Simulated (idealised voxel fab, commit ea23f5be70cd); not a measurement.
process module | voxel self aligned contacts
cross-section cut | 220 nm wide | cells 5 nm
A cross-section is a grid of square cells, given in bands from the top down. A band is one or more rows of cells.
Each band's line starts with the height of the band's top and of its bottom, in nm. Then come its materials from left to right, each with its width in nm. One material with "throughout" fills the band from edge to edge. "air" is empty space.
Height 0 is the level under which the wafer as received is all one material. The lowest band goes on downwards, as in "0 down".
A width such as "30 to 40" changes by the same amount from each row of cells to the next, from the band's top row to its bottom row.
"no change" after a step means that no cell of the cross-section changed.
closed voids: empty space of 8 cells or more with no open way to the top, each as width x height at its distance from the left edge, in nm
after a step's settings: what the simulator itself notes on the step
overlay nm, on a step with a mask: how far to the right of its planned place the mask lay; to the left if negative
plan
1 op RECEIVE | material Si
2 op OXIDIZE | depth nm 5
3 op DIRECTIONAL_DEP | material polySi | thk nm 20
4 op DIRECTIONAL_DEP | material SiN | thk nm 15
5 op PATTERN | tone cover | mask id GATE | material resist | width nm 25 | pitch nm 50 | thk nm 15 | overlay nm 0
6 op DIRECTIONAL_ETCH | etch materials SiN | depth nm 15
7 op DIRECTIONAL_ETCH | etch materials polySi | depth nm 20
8 op STRIP | etch materials resist
9 op CONFORMAL_DEP | material SiN | thk nm 5
10 op DIRECTIONAL_ETCH | etch materials SiN | depth nm 5
11 op FILL_DEP | material SiO2 | thk nm 10
12 op CMP | height nm 40
13 op PATTERN | tone open | mask id CONTACT | material resist | width nm 35 | pitch nm 50 | thk nm 15 | overlay nm 0
14 op DIRECTIONAL_ETCH | etch materials SiO2 | depth nm 45
15 op STRIP | etch materials resist
16 op CONFORMAL_DEP | material TiN | thk nm 5
17 op FILL_DEP | material Ru | thk nm 10
18 op CMP | height nm 40
19 op CONFORMAL_DEP | material SiCN | thk nm 5
as received, after step 1
  0 down: Si throughout
  closed voids: none
a wafer at the end: this start, this plan, one mistake
  45 to 40: SiCN throughout
  40 to 30: SiO2 65 | TiN 5 to 10 | Ru 25 to 15 | TiN 5 to 10 | SiO2 15 | TiN 5 to 10 | Ru 25 to 15 | TiN 5 to 10 | SiO2 70
  30 to 20: SiO2 45 | SiN 25 | TiN 5 | Ru 15 | TiN 5 | SiN 25 | TiN 5 | Ru 15 | TiN 5 | SiN 25 | SiO2 50
  20 to 0: SiO2 45 | polySi 25 | TiN 5 | Ru 15 | TiN 5 | polySi 25 | TiN 5 | Ru 15 | TiN 5 | polySi 25 | SiO2 50
  0 to -5: SiO2 70 | TiN 25 | SiO2 25 | TiN 25 | SiO2 75
  -5 down: Si throughout
  closed voids: none
what went wrong: step 9 was left out
